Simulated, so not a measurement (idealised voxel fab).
Title: Process Module voxel gate over fins
For reference, the cross-section in this document is cut, with width 220 nm and square cells of 5 nm.
A cross-section in this document is a grid of square cells, and it is written down as bands, the top band listed before the ones below it; a band is made up of one or more rows of cells. The band entry comprises the height of the band's top followed by the height of its bottom, expressed in nm, and subsequently the band's materials from left to right, each stated together with its width in nm. Where a single material is marked with the word "full width", that material fills the band from edge to edge. The word "air" represents empty space. Where do heights start? At 0: under that level the wafer as delivered is made of one material only. And the lowest band has no floor; it just carries on downward, as in "z 0 and below". Read "30..40" as a graded width: first number on top, second number at the bottom, same change between each pair of neighbouring rows. For the purposes of this document, the phrase "remained the same" attached to a step denotes that no cell within the cross-section was modified by that step. In the "Sealed internal voids" entry, you get each enclosed empty space of 8 cells or more, one with no open way to the top, written width x height at distance, distance from the left edge, in nm. Formally, on a step line, whatever follows the settings is a remark that the simulator itself makes on the step. On any step carrying a mask, the "overlay nm" setting, if present on the step's line, tells how far right of its planned place the mask lay; negative values point to the left.
[The following list gives the planned process steps]
1) RECEIVE, material Si
2) CONFORMAL_DEP, material SiN, thk nm 10
3) MASKED_ETCH, tone cover, mask id FINS, width nm 15, pitch nm 35, etch materials SiN, depth nm 10, overlay nm 0
4) MASKED_ETCH, tone cover, mask id FINS, width nm 15, pitch nm 35, etch materials Si, depth nm 30, overlay nm 0
5) OXIDIZE, depth nm 5
6) FILL_DEP, material SiO2, thk nm 10
7) CMP, height nm 10
8) SELECTIVE_ETCH, etch materials SiO2, depth nm 25
9) STRIP, etch materials SiN
10) CONFORMAL_DEP, material HfO2, thk nm 5
11) CONFORMAL_DEP, material TiN, thk nm 5
12) CONFORMAL_DEP, material TiAl, thk nm 5
13) CONFORMAL_DEP, material TiN, thk nm 5
14) FILL_DEP, material W, thk nm 15
15) CMP, height nm 30
16) CONFORMAL_DEP, material SiN, thk nm 5
[Cross-section, incoming material, after step 1]
- z 0 and below = Si full width
- Sealed internal voids: none
[What the wafer looks like in cross-section after this module, when it starts as shown above and follows the plan above but one mistake is made in running it]
- z 35 to 30 = SiN full width
- z 30 to 20 = W full width
- z 20 to 15 = 70 nm W | 85 nm TiN | 65 nm W
- z 15 to 10 = 70 nm W | 5 nm TiN | 75 nm TiAl | 5 nm TiN | 65 nm W
- z 10 to 5 = 70 nm W | 5 nm TiN | 5 nm TiAl | 30 nm TiN | 5 nm TiAl | 30 nm TiN | 5 nm TiAl | 5 nm TiN | 65 nm W
- z 5 to 0 = 75 nm TiN | 5 nm TiAl | 5 nm TiN | 20 nm HfO2 | 5 nm TiN | 5 nm TiAl | 5 nm TiN | 20 nm HfO2 | 5 nm TiN | 5 nm TiAl | 70 nm TiN
- z 0 to -5 = 80 nm TiAl | 5 nm TiN | 5 nm HfO2 | 10 nm Si | 5 nm HfO2 | 5 nm TiN | 5 nm TiAl | 5 nm TiN | 5 nm HfO2 | 10 nm Si | 5 nm HfO2 | 5 nm TiN | 75 nm TiAl
- z -5 to -10 = 85 nm TiN | 5 nm HfO2 | 10 nm Si | 5 nm HfO2 | 15 nm TiN | 5 nm HfO2 | 10 nm Si | 5 nm HfO2 | 80 nm TiN
- z -10 to -15 = 90 nm HfO2 | 10 nm Si | 25 nm HfO2 | 10 nm Si | 85 nm HfO2
- z -15 to -35 = 90 nm SiO2 | 10 nm Si | 25 nm SiO2 | 10 nm Si | 85 nm SiO2
- z -35 and below = Si full width
- Sealed internal voids: none
What was done differently from what was planned? step 3 was not run as planned; what actually ran was MASKED_ETCH, tone cover, mask id FINS, width nm 20, pitch nm 35, etch materials SiN, depth nm 10, overlay nm 0
